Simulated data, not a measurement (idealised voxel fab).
process module | voxel gate over fins
cross-section cut | 235 nm wide | cells 5 nm
A cross-section is a grid of square cells, given in bands from the top down. A band is one or more rows of cells.
Each band's line starts with the height of the band's top and of its bottom, in nm. Then come its materials from left to right, each with its width in nm. One material with "throughout" fills the band from edge to edge. "air" is empty space.
Height 0 is the level under which the wafer as received is all one material. The lowest band goes on downwards, as in "0 down".
A width such as "30 to 40" changes by the same amount from each row of cells to the next, from the band's top row to its bottom row.
"no change" after a step means that no cell of the cross-section changed.
closed voids: empty space of 8 cells or more with no open way to the top, each as width x height at its distance from the left edge, in nm
after a step's settings: what the simulator itself notes on the step
overlay nm, on a step with a mask: how far to the right of its planned place the mask lay; to the left if negative
plan
1 op RECEIVE | material Si
2 op CONFORMAL_DEP | material SiN | thk nm 5
3 op MASKED_ETCH | tone cover | mask id FINS | width nm 15 | pitch nm 55 | etch materials SiN | depth nm 5 | overlay nm 0
4 op MASKED_ETCH | tone cover | mask id FINS | width nm 15 | pitch nm 55 | etch materials Si | depth nm 40 | overlay nm 0
5 op OXIDIZE | depth nm 5
6 op FILL_DEP | material SiO2 | thk nm 5
7 op CMP | height nm 5
8 op MASKED_ETCH | tone open | mask id RAIL | width nm 15 | etch materials SiO2 | depth nm 40 | overlay nm 0
9 op CONFORMAL_DEP | material TiN | thk nm 5
10 op FILL_DEP | material W | thk nm 5
11 op CMP | height nm 5
12 op SELECTIVE_ETCH | etch materials W Ru TiN | depth nm 25
13 op FILL_DEP | material SiO2 | thk nm 5
14 op CMP | height nm 5
15 op SELECTIVE_ETCH | etch materials SiO2 | depth nm 15
16 op STRIP | etch materials SiN
17 op CONFORMAL_DEP | material HfO2 | thk nm 5
18 op CONFORMAL_DEP | material TiN | thk nm 5
19 op CONFORMAL_DEP | material TiAl | thk nm 5
20 op CONFORMAL_DEP | material TiN | thk nm 5
21 op FILL_DEP | material W | thk nm 10
22 op CMP | height nm 25
23 op CONFORMAL_DEP | material SiN | thk nm 10
first wafer, as planned
as received, after step 1
  0 down: Si throughout
  closed voids: none
after step 2
  5 to 0: SiN throughout
  below 0: unchanged
after step 3
  5 to 0: air 55 | SiN 15 | air 40 | SiN 15 | air 40 | SiN 15 | air 55
  below 0: unchanged
after step 4
  5 to 0: air 55 | SiN 15 | air 40 | SiN 15 | air 40 | SiN 15 | air 55
  0 to -40: air 55 | Si 15 | air 40 | Si 15 | air 40 | Si 15 | air 55
  below -40: unchanged
after step 5
  5 to 0: air 55 | SiN 15 | air 40 | SiN 15 | air 40 | SiN 15 | air 55
  0 to -40: air 55 | SiO2 5 | Si 5 | SiO2 5 | air 40 | SiO2 5 | Si 5 | SiO2 5 | air 40 | SiO2 5 | Si 5 | SiO2 5 | air 55
  -40 to -45: SiO2 60 | Si 5 | SiO2 50 | Si 5 | SiO2 50 | Si 5 | SiO2 60
  below -45: unchanged
after step 6
  10 to 5: SiO2 throughout
  5 to 0: SiO2 55 | SiN 15 | SiO2 40 | SiN 15 | SiO2 40 | SiN 15 | SiO2 55
  0 to -45: SiO2 60 | Si 5 | SiO2 50 | Si 5 | SiO2 50 | Si 5 | SiO2 60
  below -45: unchanged
after step 7
  5 to 0: SiO2 55 | SiN 15 | SiO2 40 | SiN 15 | SiO2 40 | SiN 15 | SiO2 55
  below 0: unchanged
after step 8
  5 to 0: SiO2 55 | SiN 15 | SiO2 10 | air 15 | SiO2 15 | SiN 15 | SiO2 40 | SiN 15 | SiO2 55
  0 to -35: SiO2 60 | Si 5 | SiO2 15 | air 15 | SiO2 20 | Si 5 | SiO2 50 | Si 5 | SiO2 60
  below -35: unchanged
after step 9
  10 to 5: TiN 85 | air 5 | TiN 145
  5 to 0: SiO2 55 | SiN 15 | SiO2 10 | TiN 5 | air 5 | TiN 5 | SiO2 15 | SiN 15 | SiO2 40 | SiN 15 | SiO2 55
  0 to -30: SiO2 60 | Si 5 | SiO2 15 | TiN 5 | air 5 | TiN 5 | SiO2 20 | Si 5 | SiO2 50 | Si 5 | SiO2 60
  -30 to -35: SiO2 60 | Si 5 | SiO2 15 | TiN 15 | SiO2 20 | Si 5 | SiO2 50 | Si 5 | SiO2 60
  below -35: unchanged
after step 10
  15 to 10: W throughout
  10 to 5: TiN 85 | W 5 | TiN 145
  5 to 0: SiO2 55 | SiN 15 | SiO2 10 | TiN 5 | W 5 | TiN 5 | SiO2 15 | SiN 15 | SiO2 40 | SiN 15 | SiO2 55
  0 to -30: SiO2 60 | Si 5 | SiO2 15 | TiN 5 | W 5 | TiN 5 | SiO2 20 | Si 5 | SiO2 50 | Si 5 | SiO2 60
  below -30: unchanged
after step 11
  5 to 0: SiO2 55 | SiN 15 | SiO2 10 | TiN 5 | W 5 | TiN 5 | SiO2 15 | SiN 15 | SiO2 40 | SiN 15 | SiO2 55
  below 0: unchanged
after step 12
  5 to 0: SiO2 55 | SiN 15 | SiO2 10 | air 15 | SiO2 15 | SiN 15 | SiO2 40 | SiN 15 | SiO2 55
  0 to -20: SiO2 60 | Si 5 | SiO2 15 | air 15 | SiO2 20 | Si 5 | SiO2 50 | Si 5 | SiO2 60
  below -20: unchanged
after step 13
  10 to 5: SiO2 throughout
  5 to 0: SiO2 55 | SiN 15 | SiO2 40 | SiN 15 | SiO2 40 | SiN 15 | SiO2 55
  0 to -20: SiO2 60 | Si 5 | SiO2 50 | Si 5 | SiO2 50 | Si 5 | SiO2 60
  below -20: unchanged
after step 14
  5 to 0: SiO2 55 | SiN 15 | SiO2 40 | SiN 15 | SiO2 40 | SiN 15 | SiO2 55
  below 0: unchanged
after step 15
  5 to 0: air 55 | SiN 15 | air 40 | SiN 15 | air 40 | SiN 15 | air 55
  0 to -10: air 60 | Si 5 | air 50 | Si 5 | air 50 | Si 5 | air 60
  below -10: unchanged
after step 16
  0 to -10: air 60 | Si 5 | air 50 | Si 5 | air 50 | Si 5 | air 60
  below -10: unchanged
after step 17
  5 to 0: air 55 | HfO2 15 | air 40 | HfO2 15 | air 40 | HfO2 15 | air 55
  0 to -5: air 55 | HfO2 5 | Si 5 | HfO2 5 | air 40 | HfO2 5 | Si 5 | HfO2 5 | air 40 | HfO2 5 | Si 5 | HfO2 5 | air 55
  -5 to -10: HfO2 60 | Si 5 | HfO2 50 | Si 5 | HfO2 50 | Si 5 | HfO2 60
  below -10: unchanged
after step 18
  10 to 5: air 50 | TiN 25 | air 30 | TiN 25 | air 30 | TiN 25 | air 50
  5 to 0: air 50 | TiN 5 | HfO2 15 | TiN 5 | air 30 | TiN 5 | HfO2 15 | TiN 5 | air 30 | TiN 5 | HfO2 15 | TiN 5 | air 50
  0 to -5: TiN 55 | HfO2 5 | Si 5 | HfO2 5 | TiN 40 | HfO2 5 | Si 5 | HfO2 5 | TiN 40 | HfO2 5 | Si 5 | HfO2 5 | TiN 55
  below -5: unchanged
after step 19
  15 to 10: air 45 | TiAl 35 | air 20 | TiAl 35 | air 20 | TiAl 35 | air 45
  10 to 5: air 45 | TiAl 5 | TiN 25 | TiAl 5 | air 20 | TiAl 5 | TiN 25 | TiAl 5 | air 20 | TiAl 5 | TiN 25 | TiAl 5 | air 45
  5 to 0: TiAl 50 | TiN 5 | HfO2 15 | TiN 5 | TiAl 30 | TiN 5 | HfO2 15 | TiN 5 | TiAl 30 | TiN 5 | HfO2 15 | TiN 5 | TiAl 50
  below 0: unchanged
after step 20
  20 to 15: air 40 | TiN 45 | air 10 | TiN 45 | air 10 | TiN 45 | air 40
  15 to 10: air 40 | TiN 5 | TiAl 35 | TiN 5 | air 10 | TiN 5 | TiAl 35 | TiN 5 | air 10 | TiN 5 | TiAl 35 | TiN 5 | air 40
  10 to 5: TiN 45 | TiAl 5 | TiN 25 | TiAl 5 | TiN 20 | TiAl 5 | TiN 25 | TiAl 5 | TiN 20 | TiAl 5 | TiN 25 | TiAl 5 | TiN 45
  below 5: unchanged
after step 21
  30 to 20: W throughout
  20 to 15: W 40 | TiN 45 | W 10 | TiN 45 | W 10 | TiN 45 | W 40
  15 to 10: W 40 | TiN 5 | TiAl 35 | TiN 5 | W 10 | TiN 5 | TiAl 35 | TiN 5 | W 10 | TiN 5 | TiAl 35 | TiN 5 | W 40
  below 10: unchanged
after step 22
  25 to 20: W throughout
  below 20: unchanged
after step 23
  35 to 25: SiN throughout
  below 25: unchanged
second wafer: like start, like plan, one mistake. Through step 2 it matches the first wafer
when step 3 should have ended
  5 to 0: air 65 | SiN 15 | air 40 | SiN 15 | air 40 | SiN 15 | air 45
  below 0: unchanged
when step 4 should have ended
  5 to 0: air 65 | SiN 15 | air 40 | SiN 15 | air 40 | SiN 15 | air 45
  0 to -40: air 55 | Si 25 | air 30 | Si 25 | air 30 | Si 25 | air 45
  below -40: unchanged
when step 5 should have ended
  5 to 0: air 65 | SiN 15 | air 40 | SiN 15 | air 40 | SiN 15 | air 45
  0 to -5: air 55 | SiO2 15 | Si 5 | SiO2 5 | air 30 | SiO2 15 | Si 5 | SiO2 5 | air 30 | SiO2 15 | Si 5 | SiO2 5 | air 45
  -5 to -40: air 55 | SiO2 5 | Si 15 | SiO2 5 | air 30 | SiO2 5 | Si 15 | SiO2 5 | air 30 | SiO2 5 | Si 15 | SiO2 5 | air 45
  -40 to -45: SiO2 60 | Si 15 | SiO2 40 | Si 15 | SiO2 40 | Si 15 | SiO2 50
  below -45: unchanged
when step 6 should have ended
  10 to 5: SiO2 throughout
  5 to 0: SiO2 65 | SiN 15 | SiO2 40 | SiN 15 | SiO2 40 | SiN 15 | SiO2 45
  0 to -5: SiO2 70 | Si 5 | SiO2 50 | Si 5 | SiO2 50 | Si 5 | SiO2 50
  -5 to -45: SiO2 60 | Si 15 | SiO2 40 | Si 15 | SiO2 40 | Si 15 | SiO2 50
  below -45: unchanged
when step 7 should have ended
  5 to 0: SiO2 65 | SiN 15 | SiO2 40 | SiN 15 | SiO2 40 | SiN 15 | SiO2 45
  below 0: unchanged
when step 8 should have ended
  5 to 0: SiO2 65 | SiN 15 | air 15 | SiO2 25 | SiN 15 | SiO2 40 | SiN 15 | SiO2 45
  0 to -5: SiO2 70 | Si 5 | SiO2 5 | air 15 | SiO2 30 | Si 5 | SiO2 50 | Si 5 | SiO2 50
  -5 to -35: SiO2 60 | Si 15 | SiO2 5 | air 15 | SiO2 20 | Si 15 | SiO2 40 | Si 15 | SiO2 50
  below -35: unchanged
when step 9 should have ended
  10 to 5: TiN 85 | air 5 | TiN 145
  5 to 0: SiO2 65 | SiN 15 | TiN 5 | air 5 | TiN 5 | SiO2 25 | SiN 15 | SiO2 40 | SiN 15 | SiO2 45
  0 to -5: SiO2 70 | Si 5 | SiO2 5 | TiN 5 | air 5 | TiN 5 | SiO2 30 | Si 5 | SiO2 50 | Si 5 | SiO2 50
  -5 to -30: SiO2 60 | Si 15 | SiO2 5 | TiN 5 | air 5 | TiN 5 | SiO2 20 | Si 15 | SiO2 40 | Si 15 | SiO2 50
  -30 to -35: SiO2 60 | Si 15 | SiO2 5 | TiN 15 | SiO2 20 | Si 15 | SiO2 40 | Si 15 | SiO2 50
  below -35: unchanged
when step 10 should have ended
  15 to 10: W throughout
  10 to 5: TiN 85 | W 5 | TiN 145
  5 to 0: SiO2 65 | SiN 15 | TiN 5 | W 5 | TiN 5 | SiO2 25 | SiN 15 | SiO2 40 | SiN 15 | SiO2 45
  0 to -5: SiO2 70 | Si 5 | SiO2 5 | TiN 5 | W 5 | TiN 5 | SiO2 30 | Si 5 | SiO2 50 | Si 5 | SiO2 50
  -5 to -30: SiO2 60 | Si 15 | SiO2 5 | TiN 5 | W 5 | TiN 5 | SiO2 20 | Si 15 | SiO2 40 | Si 15 | SiO2 50
  below -30: unchanged
when step 11 should have ended
  5 to 0: SiO2 65 | SiN 15 | TiN 5 | W 5 | TiN 5 | SiO2 25 | SiN 15 | SiO2 40 | SiN 15 | SiO2 45
  below 0: unchanged
when step 12 should have ended
  5 to 0: SiO2 65 | SiN 15 | air 15 | SiO2 25 | SiN 15 | SiO2 40 | SiN 15 | SiO2 45
  0 to -5: SiO2 70 | Si 5 | SiO2 5 | air 15 | SiO2 30 | Si 5 | SiO2 50 | Si 5 | SiO2 50
  -5 to -20: SiO2 60 | Si 15 | SiO2 5 | air 15 | SiO2 20 | Si 15 | SiO2 40 | Si 15 | SiO2 50
  below -20: unchanged
when step 13 should have ended
  10 to 5: SiO2 throughout
  5 to 0: SiO2 65 | SiN 15 | SiO2 40 | SiN 15 | SiO2 40 | SiN 15 | SiO2 45
  0 to -5: SiO2 70 | Si 5 | SiO2 50 | Si 5 | SiO2 50 | Si 5 | SiO2 50
  -5 to -20: SiO2 60 | Si 15 | SiO2 40 | Si 15 | SiO2 40 | Si 15 | SiO2 50
  below -20: unchanged
when step 14 should have ended
  5 to 0: SiO2 65 | SiN 15 | SiO2 40 | SiN 15 | SiO2 40 | SiN 15 | SiO2 45
  below 0: unchanged
when step 15 should have ended
  5 to 0: air 65 | SiN 15 | air 40 | SiN 15 | air 40 | SiN 15 | air 45
  0 to -10: air 70 to 60 | Si 5 to 15 | air 50 to 40 | Si 5 to 15 | air 50 to 40 | Si 5 to 15 | air 50
  below -10: unchanged
when step 16 should have ended
  0 to -10: air 70 to 60 | Si 5 to 15 | air 50 to 40 | Si 5 to 15 | air 50 to 40 | Si 5 to 15 | air 50
  below -10: unchanged
when step 17 should have ended
  5 to 0: air 65 | HfO2 15 | air 40 | HfO2 15 | air 40 | HfO2 15 | air 45
  0 to -5: air 55 | HfO2 15 | Si 5 | HfO2 5 | air 30 | HfO2 15 | Si 5 | HfO2 5 | air 30 | HfO2 15 | Si 5 | HfO2 5 | air 45
  -5 to -10: HfO2 60 | Si 15 | HfO2 40 | Si 15 | HfO2 40 | Si 15 | HfO2 50
  below -10: unchanged
when step 18 should have ended
  10 to 5: air 60 | TiN 25 | air 30 | TiN 25 | air 30 | TiN 25 | air 40
  5 to 0: air 50 | TiN 15 | HfO2 15 | TiN 5 | air 20 | TiN 15 | HfO2 15 | TiN 5 | air 20 | TiN 15 | HfO2 15 | TiN 5 | air 40
  0 to -5: TiN 55 | HfO2 15 | Si 5 | HfO2 5 | TiN 30 | HfO2 15 | Si 5 | HfO2 5 | TiN 30 | HfO2 15 | Si 5 | HfO2 5 | TiN 45
  below -5: unchanged
when step 19 should have ended
  15 to 10: air 55 | TiAl 35 | air 20 | TiAl 35 | air 20 | TiAl 35 | air 35
  10 to 5: air 45 | TiAl 15 | TiN 25 | TiAl 5 | air 10 | TiAl 15 | TiN 25 | TiAl 5 | air 10 | TiAl 15 | TiN 25 | TiAl 5 | air 35
  5 to 0: TiAl 50 | TiN 15 | HfO2 15 | TiN 5 | TiAl 20 | TiN 15 | HfO2 15 | TiN 5 | TiAl 20 | TiN 15 | HfO2 15 | TiN 5 | TiAl 40
  below 0: unchanged
when step 20 should have ended
  20 to 15: air 50 | TiN 45 | air 10 | TiN 45 | air 10 | TiN 45 | air 30
  15 to 10: air 40 | TiN 15 | TiAl 35 | TiN 20 | TiAl 35 | TiN 20 | TiAl 35 | TiN 5 | air 30
  10 to 5: TiN 45 | TiAl 15 | TiN 25 | TiAl 5 | TiN 10 | TiAl 15 | TiN 25 | TiAl 5 | TiN 10 | TiAl 15 | TiN 25 | TiAl 5 | TiN 35
  below 5: unchanged
when step 21 should have ended
  30 to 20: W throughout
  20 to 15: W 50 | TiN 45 | W 10 | TiN 45 | W 10 | TiN 45 | W 30
  15 to 10: W 40 | TiN 15 | TiAl 35 | TiN 20 | TiAl 35 | TiN 20 | TiAl 35 | TiN 5 | W 30
  below 10: unchanged
when step 22 should have ended
  25 to 20: W throughout
  below 20: unchanged
when step 23 should have ended
  35 to 25: SiN throughout
  below 25: unchanged
what went wrong: step 3 ran as: op MASKED_ETCH | tone cover | mask id FINS | width nm 15 | pitch nm 55 | etch materials SiN | depth nm 5 | overlay nm 10
at the end the second wafer has, in cells: 48 more of Si | 42 fewer of SiO2 | 6 fewer of W
